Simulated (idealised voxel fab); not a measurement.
Herein follows the process module entitled voxel wiring stack.
Cross-section cut spans 265 nm and uses square cells 5 nm in size.
Reading order for cross-sections: top band down to bottom band. Underlying form: a grid of square cells. Band size: one or more rows of cells. Band: top and bottom heights (nm) first, top before bottom; then materials from left to right, widths in nm. "full width" marks a sole material filling the band edge to edge. "empty" denotes empty space. Height is counted from the level 0, under which the received wafer is composed throughout of one material. The lowest of the bands is not closed at the bottom but continues downward, in the notation "0 nm and below". Per-row width for "30 to 40": begins at first number (top row of band), ends at second number (bottom row), increment between rows held constant. What does "remained unchanged" mean for a step? It means no cell of the cross-section changed in that step. Each empty space that has no open way to the top and spans at least 8 cells appears under "Closed voids list" as width x height at distance, the distance counted from the left edge, all in nm. Read whatever lies past the settings on a step's line as the simulator's own remark about the step. The optional step-line setting "overlay nm" applies to steps with a mask and quantifies how far to the right of its planned location the mask lay, a negative value indicating leftward placement. Heads up before you read on: it's before/after pairs around one process step each, after side only down to the lowest band that changed, step plus settings under the pair. Pairs can be from different runs of this module, same starting wafer, so only chain a pair onto the one above if its "Ex-ante state" entry says so.

Ex-ante state
145 nm to 135 nm  W full width
135 nm to 130 nm  TiN: 100  W: 15  TiN: 30  W: 15  TiN: 105
130 nm to 125 nm  SiN: 95  TiN: 25  SiN: 20  TiN: 25  SiN: 100
125 nm to 105 nm  SiO2 full width
105 nm to 85 nm  lowk: 95  TiN: 5  W: 5  TiN: 5  lowk: 30  TiN: 5  W: 5  TiN: 5  lowk: 110
85 nm to 80 nm  SiCN: 95  TiN: 15  SiCN: 30  TiN: 15  SiCN: 110
80 nm to 65 nm  SiO2: 95  TiN: 5  W: 15  TiN: 5  SiO2: 20  TiN: 5  W: 15  TiN: 5  SiO2: 100
65 nm to 60 nm  SiN: 95  TiN: 25  SiN: 20  TiN: 25  SiN: 100
60 nm to 50 nm  SiO2: 95  TiN: 5  Ru: 5  TiN: 5  SiO2: 155
50 nm to 45 nm  SiCN: 95  TiN: 15  SiCN: 155
45 nm to 20 nm  lowk: 95  TiN: 5  Cu: 15  TiN: 5  lowk: 20  TiN: 5  Cu: 15  TiN: 5  lowk: 100
20 nm to 15 nm  SiN: 95  TiN: 25  SiN: 20  TiN: 25  SiN: 100
15 nm to 0 nm  SiO2 full width
0 nm and below  Si full width
Closed voids list: none

Section, Post-Step
130 nm to 125 nm  SiN: 95  TiN: 25  SiN: 20  TiN: 25  SiN: 100
All layers under 125 are left as they were.
Closed voids list: none
So what happened between those two cross-sections up there? CMP: height nm 130

Ex-ante state: this step begins from the cross-section that the pair just above shows after its step.

Section, Post-Step
135 nm to 130 nm  empty: 90  Ru: 35  empty: 10  Ru: 35  empty: 95
All layers under 130 are left as they were.
Closed voids list: none
So what happened between those two cross-sections up there? EPI: material Ru, thk nm 5

Ex-ante state: this step begins from the cross-section that the pair just above shows after its step.

Section, Post-Step
140 nm to 135 nm  SiCN full width
135 nm to 130 nm  SiCN: 90  Ru: 35  SiCN: 10  Ru: 35  SiCN: 95
All layers under 130 are left as they were.
Closed voids list: none
So what happened between those two cross-sections up there? FILL_DEP: material SiCN, thk nm 5

Ex-ante state
110 nm to 105 nm  SiN full width
105 nm to 85 nm  lowk: 95  TiN: 5  W: 5  TiN: 5  lowk: 30  TiN: 5  W: 5  TiN: 5  lowk: 110
85 nm to 80 nm  SiCN: 95  TiN: 15  SiCN: 30  TiN: 15  SiCN: 110
80 nm to 65 nm  SiO2: 95  TiN: 5  W: 15  TiN: 5  SiO2: 20  TiN: 5  W: 15  TiN: 5  SiO2: 100
65 nm to 60 nm  SiN: 95  TiN: 25  SiN: 20  TiN: 25  SiN: 100
60 nm to 50 nm  SiO2: 95  TiN: 5  Ru: 5  TiN: 5  SiO2: 155
50 nm to 45 nm  SiCN: 95  TiN: 15  SiCN: 155
45 nm to 20 nm  lowk: 95  TiN: 5  Cu: 15  TiN: 5  lowk: 20  TiN: 5  Cu: 15  TiN: 5  lowk: 100
20 nm to 15 nm  SiN: 95  TiN: 25  SiN: 20  TiN: 25  SiN: 100
15 nm to 0 nm  SiO2 full width
0 nm and below  Si full width
Closed voids list: none

Section, Post-Step
120 nm to 110 nm  SiO2 full width
All layers under 110 are left as they were.
Closed voids list: none
So what happened between those two cross-sections up there? DIRECTIONAL_DEP: material SiO2, thk nm 10

Ex-ante state: this step begins from the cross-section that the pair just above shows after its step.

Section, Post-Step
135 nm to 120 nm  aC full width
All layers under 120 are left as they were.
Closed voids list: none
So what happened between those two cross-sections up there? DIRECTIONAL_DEP: material aC, thk nm 15

Ex-ante state: this step begins from the cross-section that the pair just above shows after its step.

Section, Post-Step
165 nm to 135 nm  resist: 95  empty: 25  resist: 20  empty: 25  resist: 100
All layers under 135 are left as they were.
Closed voids list: none
So what happened between those two cross-sections up there? PATTERN: tone open, mask id METAL_3, material resist, width nm 25, pitch nm 45, thk nm 30, overlay nm 0

Ex-ante state: this step begins from the cross-section that the pair just above shows after its step.

Section, Post-Step
150 nm to 135 nm  resist: 95  empty: 25  resist: 20  empty: 25  resist: 100
135 nm to 120 nm  aC: 95  empty: 25  aC: 20  empty: 25  aC: 100
All layers under 120 are left as they were.
Closed voids list: none
So what happened between those two cross-sections up there? DIRECTIONAL_ETCH: etch materials aC, depth nm 15

Ex-ante state: this step begins from the cross-section that the pair just above shows after its step.

Section, Post-Step
135 nm to 120 nm  aC: 95  empty: 25  aC: 20  empty: 25  aC: 100
All layers under 120 are left as they were.
Closed voids list: none
So what happened between those two cross-sections up there? STRIP: etch materials resist

Ex-ante state: this step begins from the cross-section that the pair just above shows after its step.

Section, Post-Step
135 nm to 120 nm  aC: 95  empty: 25  aC: 20  empty: 25  aC: 100
120 nm to 110 nm  SiO2: 95  empty: 25  SiO2: 20  empty: 25  SiO2: 100
All layers under 110 are left as they were.
Closed voids list: none
So what happened between those two cross-sections up there? DIRECTIONAL_ETCH: etch materials SiO2, depth nm 20

Ex-ante state: this step begins from the cross-section that the pair just above shows after its step.

Section, Post-Step
135 nm to 120 nm  aC: 95  empty: 25  aC: 20  empty: 25  aC: 100
120 nm to 110 nm  SiO2: 95  empty: 25  SiO2: 20  empty: 25  SiO2: 100
110 nm to 105 nm  SiN: 95  empty: 25  SiN: 20  empty: 25  SiN: 100
All layers under 105 are left as they were.
Closed voids list: none
So what happened between those two cross-sections up there? DIRECTIONAL_ETCH: etch materials SiN, depth nm 5

Ex-ante state: this step begins from the cross-section that the pair just above shows after its step.

Section, Post-Step
120 nm to 110 nm  SiO2: 95  empty: 25  SiO2: 20  empty: 25  SiO2: 100
All layers under 110 are left as they were.
Closed voids list: none
So what happened between those two cross-sections up there? STRIP: etch materials aC

Ex-ante state: this step begins from the cross-section that the pair just above shows after its step.

Section, Post-Step
125 nm to 120 nm  TiN: 100  empty: 15  TiN: 30  empty: 15  TiN: 105
120 nm to 110 nm  SiO2: 95  TiN: 5  empty: 15  TiN: 5  SiO2: 20  TiN: 5  empty: 15  TiN: 5  SiO2: 100
110 nm to 105 nm  SiN: 95  TiN: 25  SiN: 20  TiN: 25  SiN: 100
All layers under 105 are left as they were.
Closed voids list: none
So what happened between those two cross-sections up there? CONFORMAL_DEP: material TiN, thk nm 5

Ex-ante state: this step begins from the cross-section that the pair just above shows after its step.

Section, Post-Step
135 nm to 125 nm  W full width
125 nm to 120 nm  TiN: 100  W: 15  TiN: 30  W: 15  TiN: 105
120 nm to 110 nm  SiO2: 95  TiN: 5  W: 15  TiN: 5  SiO2: 20  TiN: 5  W: 15  TiN: 5  SiO2: 100
All layers under 110 are left as they were.
Closed voids list: none
So what happened between those two cross-sections up there? FILL_DEP: material W, thk nm 10

Ex-ante state: this step begins from the cross-section that the pair just above shows after its step.

Section, Post-Step
130 nm to 125 nm  W full width
All layers under 125 are left as they were.
Closed voids list: none
So what happened between those two cross-sections up there? CMP: height nm 130

Ex-ante state: this step begins from the cross-section that the pair just above shows after its step.

Section, Post-Step
135 nm to 130 nm  Ru full width
All layers under 130 are left as they were.
Closed voids list: none
So what happened between those two cross-sections up there? EPI: material Ru, thk nm 5

Ex-ante state: this step begins from the cross-section that the pair just above shows after its step.

Section, Post-Step
140 nm to 135 nm  SiCN full width
All layers under 135 are left as they were.
Closed voids list: none
So what happened between those two cross-sections up there? FILL_DEP: material SiCN, thk nm 5

Ex-ante state
80 nm to 65 nm  SiO2 full width
65 nm to 60 nm  SiN full width
60 nm to 50 nm  SiO2: 95  TiN: 5  Ru: 5  TiN: 5  SiO2: 155
50 nm to 45 nm  SiCN: 95  TiN: 15  SiCN: 155
45 nm to 20 nm  lowk: 95  TiN: 5  Cu: 15  TiN: 5  lowk: 20  TiN: 5  Cu: 15  TiN: 5  lowk: 100
20 nm to 15 nm  SiN: 95  TiN: 25  SiN: 20  TiN: 25  SiN: 100
15 nm to 0 nm  SiO2 full width
0 nm and below  Si full width
Closed voids list: none

Section, Post-Step
80 nm to 65 nm  SiO2: 100  empty: 20  SiO2: 25  empty: 20  SiO2: 100
All layers under 65 are left as they were.
Closed voids list: none
So what happened between those two cross-sections up there? MASKED_ETCH: tone open, mask id METAL_2, width nm 20, pitch nm 45, etch materials SiO2, depth nm 15, overlay nm 0

Ex-ante state: this step begins from the cross-section that the pair just above shows after its step.

Section, Post-Step
80 nm to 65 nm  SiO2: 100  empty: 20  SiO2: 25  empty: 20  SiO2: 100
65 nm to 60 nm  SiN: 100  empty: 20  SiN: 25  empty: 20  SiN: 100
All layers under 60 are left as they were.
Closed voids list: none
So what happened between those two cross-sections up there? MASKED_ETCH: tone open, mask id METAL_2, width nm 25, pitch nm 45, etch materials SiN, depth nm 5, overlay nm 0

Ex-ante state: this step begins from the cross-section that the pair just above shows after its step.

Section, Post-Step
85 nm to 80 nm  TiN: 105  empty: 10  TiN: 35  empty: 10  TiN: 105
80 nm to 65 nm  SiO2: 100  TiN: 5  empty: 10  TiN: 5  SiO2: 25  TiN: 5  empty: 10  TiN: 5  SiO2: 100
65 nm to 60 nm  SiN: 100  TiN: 20  SiN: 25  TiN: 20  SiN: 100
All layers under 60 are left as they were.
Closed voids list: none
So what happened between those two cross-sections up there? CONFORMAL_DEP: material TiN, thk nm 5

Ex-ante state: this step begins from the cross-section that the pair just above shows after its step.

Section, Post-Step
95 nm to 85 nm  W full width
85 nm to 80 nm  TiN: 105  W: 10  TiN: 35  W: 10  TiN: 105
80 nm to 65 nm  SiO2: 100  TiN: 5  W: 10  TiN: 5  SiO2: 25  TiN: 5  W: 10  TiN: 5  SiO2: 100
All layers under 65 are left as they were.
Closed voids list: none
So what happened between those two cross-sections up there? FILL_DEP: material W, thk nm 10

Ex-ante state: this step begins from the cross-section that the pair just above shows after its step.

Section, Post-Step
80 nm to 65 nm  SiO2: 100  TiN: 5  W: 10  TiN: 5  SiO2: 25  TiN: 5  W: 10  TiN: 5  SiO2: 100
All layers under 65 are left as they were.
Closed voids list: none
So what happened between those two cross-sections up there? CMP: height nm 80

Ex-ante state: this step begins from the cross-section that the pair just above shows after its step.

Section, Post-Step
85 nm to 80 nm  SiCN full width
All layers under 80 are left as they were.
Closed voids list: none
So what happened between those two cross-sections up there? CONFORMAL_DEP: material SiCN, thk nm 5

Ex-ante state: this step begins from the cross-section that the pair just above shows after its step.

Section, Post-Step
105 nm to 85 nm  lowk full width
All layers under 85 are left as they were.
Closed voids list: none
So what happened between those two cross-sections up there? DIRECTIONAL_DEP: material lowk, thk nm 20

Ex-ante state: this step begins from the cross-section that the pair just above shows after its step.

Section, Post-Step
105 nm to 85 nm  lowk: 95  empty: 15  lowk: 30  empty: 15  lowk: 110
All layers under 85 are left as they were.
Closed voids list: none
So what happened between those two cross-sections up there? MASKED_ETCH: tone open, mask id PLUG_2, width nm 15, pitch nm 45, etch materials lowk, depth nm 20, overlay nm 0

Ex-ante state: this step begins from the cross-section that the pair just above shows after its step.

Section, Post-Step
105 nm to 85 nm  lowk: 95  empty: 15  lowk: 30  empty: 15  lowk: 110
85 nm to 80 nm  SiCN: 95  empty: 15  SiCN: 30  empty: 15  SiCN: 110
All layers under 80 are left as they were.
Closed voids list: none
So what happened between those two cross-sections up there? MASKED_ETCH: tone open, mask id PLUG_2, width nm 15, pitch nm 45, etch materials SiCN, depth nm 5, overlay nm 0

Ex-ante state: this step begins from the cross-section that the pair just above shows after its step.

Section, Post-Step
110 nm to 105 nm  TiN: 100  empty: 5  TiN: 40  empty: 5  TiN: 115
105 nm to 85 nm  lowk: 95  TiN: 5  empty: 5  TiN: 5  lowk: 30  TiN: 5  empty: 5  TiN: 5  lowk: 110
85 nm to 80 nm  SiCN: 95  TiN: 15  SiCN: 30  TiN: 15  SiCN: 110
All layers under 80 are left as they were.
Closed voids list: none
So what happened between those two cross-sections up there? CONFORMAL_DEP: material TiN, thk nm 5

Ex-ante state: this step begins from the cross-section that the pair just above shows after its step.

Section, Post-Step
120 nm to 110 nm  W full width
110 nm to 105 nm  TiN: 100  W: 5  TiN: 40  W: 5  TiN: 115
105 nm to 85 nm  lowk: 95  TiN: 5  W: 5  TiN: 5  lowk: 30  TiN: 5  W: 5  TiN: 5  lowk: 110
All layers under 85 are left as they were.
Closed voids list: none
So what happened between those two cross-sections up there? FILL_DEP: material W, thk nm 10

Ex-ante state: this step begins from the cross-section that the pair just above shows after its step.

Section, Post-Step
105 nm to 85 nm  lowk: 95  TiN: 5  W: 5  TiN: 5  lowk: 30  TiN: 5  W: 5  TiN: 5  lowk: 110
All layers under 85 are left as they were.
Closed voids list: none
So what happened between those two cross-sections up there? CMP: height nm 105

Ex-ante state: this step begins from the cross-section that the pair just above shows after its step.

Section, Post-Step
110 nm to 105 nm  SiN full width
All layers under 105 are left as they were.
Closed voids list: none
So what happened between those two cross-sections up there? CONFORMAL_DEP: material SiN, thk nm 5

Ex-ante state: this step begins from the cross-section that the pair just above shows after its step.

Section, Post-Step
130 nm to 110 nm  SiO2 full width
All layers under 110 are left as they were.
Closed voids list: none
So what happened between those two cross-sections up there? DIRECTIONAL_DEP: material SiO2, thk nm 20

Ex-ante state: this step begins from the cross-section that the pair just above shows after its step.

Section, Post-Step
145 nm to 130 nm  aC full width
All layers under 130 are left as they were.
Closed voids list: none
So what happened between those two cross-sections up there? DIRECTIONAL_DEP: material aC, thk nm 15

Ex-ante state: this step begins from the cross-section that the pair just above shows after its step.

Section, Post-Step
175 nm to 145 nm  resist: 95  empty: 25  resist: 20  empty: 25  resist: 100
All layers under 145 are left as they were.
Closed voids list: none
So what happened between those two cross-sections up there? PATTERN: tone open, mask id METAL_3, material resist, width nm 25, pitch nm 45, thk nm 30, overlay nm 0

Ex-ante state: this step begins from the cross-section that the pair just above shows after its step.

Section, Post-Step
160 nm to 145 nm  resist: 95  empty: 25  resist: 20  empty: 25  resist: 100
145 nm to 130 nm  aC: 95  empty: 25  aC: 20  empty: 25  aC: 100
All layers under 130 are left as they were.
Closed voids list: none
So what happened between those two cross-sections up there? DIRECTIONAL_ETCH: etch materials aC, depth nm 15

Ex-ante state: this step begins from the cross-section that the pair just above shows after its step.

Section, Post-Step
145 nm to 130 nm  aC: 95  empty: 25  aC: 20  empty: 25  aC: 100
All layers under 130 are left as they were.
Closed voids list: none
So what happened between those two cross-sections up there? STRIP: etch materials resist

Ex-ante state: this step begins from the cross-section that the pair just above shows after its step.

Section, Post-Step
145 nm to 130 nm  aC: 95  empty: 25  aC: 20  empty: 25  aC: 100
130 nm to 110 nm  SiO2: 95  empty: 25  SiO2: 20  empty: 25  SiO2: 100
All layers under 110 are left as they were.
Closed voids list: none
So what happened between those two cross-sections up there? DIRECTIONAL_ETCH: etch materials SiO2, depth nm 20

Ex-ante state: this step begins from the cross-section that the pair just above shows after its step.

Section, Post-Step
145 nm to 130 nm  aC: 95  empty: 25  aC: 20  empty: 25  aC: 100
130 nm to 110 nm  SiO2: 95  empty: 25  SiO2: 20  empty: 25  SiO2: 100
110 nm to 105 nm  SiN: 95  empty: 25  SiN: 20  empty: 25  SiN: 100
All layers under 105 are left as they were.
Closed voids list: none
So what happened between those two cross-sections up there? DIRECTIONAL_ETCH: etch materials SiN, depth nm 5

Ex-ante state: this step begins from the cross-section that the pair just above shows after its step.

Section, Post-Step
130 nm to 110 nm  SiO2: 95  empty: 25  SiO2: 20  empty: 25  SiO2: 100
All layers under 110 are left as they were.
Closed voids list: none
So what happened between those two cross-sections up there? STRIP: etch materials aC

Ex-ante state: this step begins from the cross-section that the pair just above shows after its step.

Section, Post-Step
135 nm to 130 nm  TiN: 100  empty: 15  TiN: 30  empty: 15  TiN: 105
130 nm to 110 nm  SiO2: 95  TiN: 5  empty: 15  TiN: 5  SiO2: 20  TiN: 5  empty: 15  TiN: 5  SiO2: 100
110 nm to 105 nm  SiN: 95  TiN: 25  SiN: 20  TiN: 25  SiN: 100
All layers under 105 are left as they were.
Closed voids list: none
So what happened between those two cross-sections up there? CONFORMAL_DEP: material TiN, thk nm 5

Ex-ante state: this step begins from the cross-section that the pair just above shows after its step.

Section, Post-Step
145 nm to 135 nm  W full width
135 nm to 130 nm  TiN: 100  W: 15  TiN: 30  W: 15  TiN: 105
130 nm to 110 nm  SiO2: 95  TiN: 5  W: 15  TiN: 5  SiO2: 20  TiN: 5  W: 15  TiN: 5  SiO2: 100
All layers under 110 are left as they were.
Closed voids list: none
So what happened between those two cross-sections up there? FILL_DEP: material W, thk nm 10

Ex-ante state: this step begins from the cross-section that the pair just above shows after its step.

Section, Post-Step
130 nm to 110 nm  SiO2: 95  TiN: 5  W: 15  TiN: 5  SiO2: 20  TiN: 5  W: 15  TiN: 5  SiO2: 100
All layers under 110 are left as they were.
Closed voids list: none
So what happened between those two cross-sections up there? CMP: height nm 130

Ex-ante state: this step begins from the cross-section that the pair just above shows after its step.

Section, Post-Step
135 nm to 130 nm  empty: 90  Ru: 35  empty: 10  Ru: 35  empty: 95
All layers under 130 are left as they were.
Closed voids list: none
So what happened between those two cross-sections up there? EPI: material Ru, thk nm 5

Ex-ante state: this step begins from the cross-section that the pair just above shows after its step.

Section, Post-Step
140 nm to 135 nm  SiCN full width
135 nm to 130 nm  SiCN: 90  Ru: 35  SiCN: 10  Ru: 35  SiCN: 95
All layers under 130 are left as they were.
Closed voids list: none
So what happened between those two cross-sections up there? FILL_DEP: material SiCN, thk nm 5

Ex-ante state
105 nm to 85 nm  lowk full width
85 nm to 80 nm  SiCN full width
80 nm to 65 nm  SiO2: 95  TiN: 5  W: 15  TiN: 5  SiO2: 20  TiN: 5  W: 15  TiN: 5  SiO2: 100
65 nm to 60 nm  SiN: 95  TiN: 25  SiN: 20  TiN: 25  SiN: 100
60 nm to 50 nm  SiO2: 95  TiN: 5  Ru: 5  TiN: 5  SiO2: 155
50 nm to 45 nm  SiCN: 95  TiN: 15  SiCN: 155
45 nm to 20 nm  lowk: 95  TiN: 5  Cu: 15  TiN: 5  lowk: 20  TiN: 5  Cu: 15  TiN: 5  lowk: 100
20 nm to 15 nm  SiN: 95  TiN: 25  SiN: 20  TiN: 25  SiN: 100
15 nm to 0 nm  SiO2 full width
0 nm and below  Si full width
Closed voids list: none

Section, Post-Step
105 nm to 85 nm  lowk: 105  empty: 15  lowk: 30  empty: 15  lowk: 100
All layers under 85 are left as they were.
Closed voids list: none
So what happened between those two cross-sections up there? MASKED_ETCH: tone open, mask id PLUG_2, width nm 15, pitch nm 45, etch materials lowk, depth nm 20, overlay nm 10

Ex-ante state: this step begins from the cross-section that the pair just above shows after its step.

Section, Post-Step
105 nm to 85 nm  lowk: 105  empty: 15  lowk: 30  empty: 15  lowk: 100
85 nm to 80 nm  SiCN: 105  empty: 5  SiCN: 40  empty: 5  SiCN: 110
All layers under 80 are left as they were.
Closed voids list: none
So what happened between those two cross-sections up there? MASKED_ETCH: tone open, mask id PLUG_2, width nm 15, pitch nm 45, etch materials SiCN, depth nm 5, overlay nm 0

Ex-ante state: this step begins from the cross-section that the pair just above shows after its step.

Section, Post-Step
110 nm to 105 nm  TiN: 110  empty: 5  TiN: 40  empty: 5  TiN: 105
105 nm to 90 nm  lowk: 105  TiN: 5  empty: 5  TiN: 5  lowk: 30  TiN: 5  empty: 5  TiN: 5  lowk: 100
90 nm to 85 nm  lowk: 105  TiN: 15  lowk: 30  TiN: 15  lowk: 100
85 nm to 80 nm  SiCN: 105  TiN: 5  SiCN: 40  TiN: 5  SiCN: 110
All layers under 80 are left as they were.
Closed voids list: none
So what happened between those two cross-sections up there? CONFORMAL_DEP: material TiN, thk nm 5

Ex-ante state: this step begins from the cross-section that the pair just above shows after its step.

Section, Post-Step
120 nm to 110 nm  W full width
110 nm to 105 nm  TiN: 110  W: 5  TiN: 40  W: 5  TiN: 105
105 nm to 90 nm  lowk: 105  TiN: 5  W: 5  TiN: 5  lowk: 30  TiN: 5  W: 5  TiN: 5  lowk: 100
All layers under 90 are left as they were.
Closed voids list: none
So what happened between those two cross-sections up there? FILL_DEP: material W, thk nm 10

Ex-ante state: this step begins from the cross-section that the pair just above shows after its step.

Section, Post-Step
105 nm to 90 nm  lowk: 105  TiN: 5  W: 5  TiN: 5  lowk: 30  TiN: 5  W: 5  TiN: 5  lowk: 100
All layers under 90 are left as they were.
Closed voids list: none
So what happened between those two cross-sections up there? CMP: height nm 105

Ex-ante state: this step begins from the cross-section that the pair just above shows after its step.

Section, Post-Step
110 nm to 105 nm  SiN full width
All layers under 105 are left as they were.
Closed voids list: none
So what happened between those two cross-sections up there? CONFORMAL_DEP: material SiN, thk nm 5

Ex-ante state: this step begins from the cross-section that the pair just above shows after its step.

Section, Post-Step
130 nm to 110 nm  SiO2 full width
All layers under 110 are left as they were.
Closed voids list: none
So what happened between those two cross-sections up there? DIRECTIONAL_DEP: material SiO2, thk nm 20

Ex-ante state: this step begins from the cross-section that the pair just above shows after its step.

Section, Post-Step
145 nm to 130 nm  aC full width
All layers under 130 are left as they were.
Closed voids list: none
So what happened between those two cross-sections up there? DIRECTIONAL_DEP: material aC, thk nm 15

Ex-ante state: this step begins from the cross-section that the pair just above shows after its step.

Section, Post-Step
175 nm to 145 nm  resist: 95  empty: 25  resist: 20  empty: 25  resist: 100
All layers under 145 are left as they were.
Closed voids list: none
So what happened between those two cross-sections up there? PATTERN: tone open, mask id METAL_3, material resist, width nm 25, pitch nm 45, thk nm 30, overlay nm 0

Ex-ante state: this step begins from the cross-section that the pair just above shows after its step.

Section, Post-Step
160 nm to 145 nm  resist: 95  empty: 25  resist: 20  empty: 25  resist: 100
145 nm to 130 nm  aC: 95  empty: 25  aC: 20  empty: 25  aC: 100
All layers under 130 are left as they were.
Closed voids list: none
So what happened between those two cross-sections up there? DIRECTIONAL_ETCH: etch materials aC, depth nm 15

Ex-ante state: this step begins from the cross-section that the pair just above shows after its step.

Section, Post-Step
145 nm to 130 nm  aC: 95  empty: 25  aC: 20  empty: 25  aC: 100
All layers under 130 are left as they were.
Closed voids list: none
So what happened between those two cross-sections up there? STRIP: etch materials resist

Ex-ante state: this step begins from the cross-section that the pair just above shows after its step.

Section, Post-Step
145 nm to 130 nm  aC: 95  empty: 25  aC: 20  empty: 25  aC: 100
130 nm to 110 nm  SiO2: 95  empty: 25  SiO2: 20  empty: 25  SiO2: 100
All layers under 110 are left as they were.
Closed voids list: none
So what happened between those two cross-sections up there? DIRECTIONAL_ETCH: etch materials SiO2, depth nm 20

Ex-ante state: this step begins from the cross-section that the pair just above shows after its step.

Section, Post-Step
145 nm to 130 nm  aC: 95  empty: 25  aC: 20  empty: 25  aC: 100
130 nm to 110 nm  SiO2: 95  empty: 25  SiO2: 20  empty: 25  SiO2: 100
110 nm to 105 nm  SiN: 95  empty: 25  SiN: 20  empty: 25  SiN: 100
All layers under 105 are left as they were.
Closed voids list: none
So what happened between those two cross-sections up there? DIRECTIONAL_ETCH: etch materials SiN, depth nm 5

Ex-ante state: this step begins from the cross-section that the pair just above shows after its step.

Section, Post-Step
130 nm to 110 nm  SiO2: 95  empty: 25  SiO2: 20  empty: 25  SiO2: 100
All layers under 110 are left as they were.
Closed voids list: none
So what happened between those two cross-sections up there? STRIP: etch materials aC

Ex-ante state: this step begins from the cross-section that the pair just above shows after its step.

Section, Post-Step
135 nm to 130 nm  TiN: 100  empty: 15  TiN: 30  empty: 15  TiN: 105
130 nm to 110 nm  SiO2: 95  TiN: 5  empty: 15  TiN: 5  SiO2: 20  TiN: 5  empty: 15  TiN: 5  SiO2: 100
110 nm to 105 nm  SiN: 95  TiN: 25  SiN: 20  TiN: 25  SiN: 100
All layers under 105 are left as they were.
Closed voids list: none
So what happened between those two cross-sections up there? CONFORMAL_DEP: material TiN, thk nm 5

Ex-ante state: this step begins from the cross-section that the pair just above shows after its step.

Section, Post-Step
145 nm to 135 nm  W full width
135 nm to 130 nm  TiN: 100  W: 15  TiN: 30  W: 15  TiN: 105
130 nm to 110 nm  SiO2: 95  TiN: 5  W: 15  TiN: 5  SiO2: 20  TiN: 5  W: 15  TiN: 5  SiO2: 100
All layers under 110 are left as they were.
Closed voids list: none
So what happened between those two cross-sections up there? FILL_DEP: material W, thk nm 10

Ex-ante state: this step begins from the cross-section that the pair just above shows after its step.

Section, Post-Step
130 nm to 110 nm  SiO2: 95  TiN: 5  W: 15  TiN: 5  SiO2: 20  TiN: 5  W: 15  TiN: 5  SiO2: 100
All layers under 110 are left as they were.
Closed voids list: none
So what happened between those two cross-sections up there? CMP: height nm 130

Ex-ante state: this step begins from the cross-section that the pair just above shows after its step.

Section, Post-Step
135 nm to 130 nm  empty: 90  Ru: 35  empty: 10  Ru: 35  empty: 95
All layers under 130 are left as they were.
Closed voids list: none
So what happened between those two cross-sections up there? EPI: material Ru, thk nm 5

Ex-ante state: this step begins from the cross-section that the pair just above shows after its step.

Section, Post-Step
140 nm to 135 nm  SiCN full width
135 nm to 130 nm  SiCN: 90  Ru: 35  SiCN: 10  Ru: 35  SiCN: 95
All layers under 130 are left as they were.
Closed voids list: none
So what happened between those two cross-sections up there? FILL_DEP: material SiCN, thk nm 5

Ex-ante state
65 nm to 60 nm  SiN full width
60 nm to 50 nm  SiO2: 95  TiN: 5  Ru: 5  TiN: 5  SiO2: 155
50 nm to 45 nm  SiCN: 95  TiN: 15  SiCN: 155
45 nm to 20 nm  lowk: 95  TiN: 5  Cu: 15  TiN: 5  lowk: 20  TiN: 5  Cu: 15  TiN: 5  lowk: 100
20 nm to 15 nm  SiN: 95  TiN: 25  SiN: 20  TiN: 25  SiN: 100
15 nm to 0 nm  SiO2 full width
0 nm and below  Si full width
Closed voids list: none

Section, Post-Step
80 nm to 65 nm  Cu full width
All layers under 65 are left as they were.
Closed voids list: none
So what happened between those two cross-sections up there? DIRECTIONAL_DEP: material Cu, thk nm 15

Ex-ante state: this step begins from the cross-section that the pair just above shows after its step.

Section, Post-Step
85 nm to 80 nm  TiN full width
All layers under 80 are left as they were.
Closed voids list: none
So what happened between those two cross-sections up there? CONFORMAL_DEP: material TiN, thk nm 5

Ex-ante state: this step begins from the cross-section that the pair just above shows after its step.

Section, Post-Step
95 nm to 85 nm  W full width
All layers under 85 are left as they were.
Closed voids list: none
So what happened between those two cross-sections up there? FILL_DEP: material W, thk nm 10

Ex-ante state: this step begins from the cross-section that the pair just above shows after its step.

Section, Post-Step
80 nm to 65 nm  Cu full width
All layers under 65 are left as they were.
Closed voids list: none
So what happened between those two cross-sections up there? CMP: height nm 80

Ex-ante state: this step begins from the cross-section that the pair just above shows after its step.

Section, Post-Step
85 nm to 80 nm  SiCN full width
All layers under 80 are left as they were.
Closed voids list: none
So what happened between those two cross-sections up there? CONFORMAL_DEP: material SiCN, thk nm 5

Ex-ante state: this step begins from the cross-section that the pair just above shows after its step.

Section, Post-Step
105 nm to 85 nm  lowk full width
All layers under 85 are left as they were.
Closed voids list: none
So what happened between those two cross-sections up there? DIRECTIONAL_DEP: material lowk, thk nm 20

Ex-ante state: this step begins from the cross-section that the pair just above shows after its step.

Section, Post-Step
105 nm to 85 nm  lowk: 95  empty: 15  lowk: 30  empty: 15  lowk: 110
All layers under 85 are left as they were.
Closed voids list: none
So what happened between those two cross-sections up there? MASKED_ETCH: tone open, mask id PLUG_2, width nm 15, pitch nm 45, etch materials lowk, depth nm 20, overlay nm 0

Ex-ante state: this step begins from the cross-section that the pair just above shows after its step.

Section, Post-Step
105 nm to 85 nm  lowk: 95  empty: 15  lowk: 30  empty: 15  lowk: 110
85 nm to 80 nm  SiCN: 95  empty: 15  SiCN: 30  empty: 15  SiCN: 110
All layers under 80 are left as they were.
Closed voids list: none
So what happened between those two cross-sections up there? MASKED_ETCH: tone open, mask id PLUG_2, width nm 15, pitch nm 45, etch materials SiCN, depth nm 5, overlay nm 0

Ex-ante state: this step begins from the cross-section that the pair just above shows after its step.

Section, Post-Step
110 nm to 105 nm  TiN: 100  empty: 5  TiN: 40  empty: 5  TiN: 115
105 nm to 85 nm  lowk: 95  TiN: 5  empty: 5  TiN: 5  lowk: 30  TiN: 5  empty: 5  TiN: 5  lowk: 110
85 nm to 80 nm  SiCN: 95  TiN: 15  SiCN: 30  TiN: 15  SiCN: 110
All layers under 80 are left as they were.
Closed voids list: none
So what happened between those two cross-sections up there? CONFORMAL_DEP: material TiN, thk nm 5

Ex-ante state: this step begins from the cross-section that the pair just above shows after its step.

Section, Post-Step
120 nm to 110 nm  W full width
110 nm to 105 nm  TiN: 100  W: 5  TiN: 40  W: 5  TiN: 115
105 nm to 85 nm  lowk: 95  TiN: 5  W: 5  TiN: 5  lowk: 30  TiN: 5  W: 5  TiN: 5  lowk: 110
All layers under 85 are left as they were.
Closed voids list: none
So what happened between those two cross-sections up there? FILL_DEP: material W, thk nm 10

Ex-ante state: this step begins from the cross-section that the pair just above shows after its step.

Section, Post-Step
105 nm to 85 nm  lowk: 95  TiN: 5  W: 5  TiN: 5  lowk: 30  TiN: 5  W: 5  TiN: 5  lowk: 110
All layers under 85 are left as they were.
Closed voids list: none
So what happened between those two cross-sections up there? CMP: height nm 105

Ex-ante state: this step begins from the cross-section that the pair just above shows after its step.

Section, Post-Step
110 nm to 105 nm  SiN full width
All layers under 105 are left as they were.
Closed voids list: none
So what happened between those two cross-sections up there? CONFORMAL_DEP: material SiN, thk nm 5
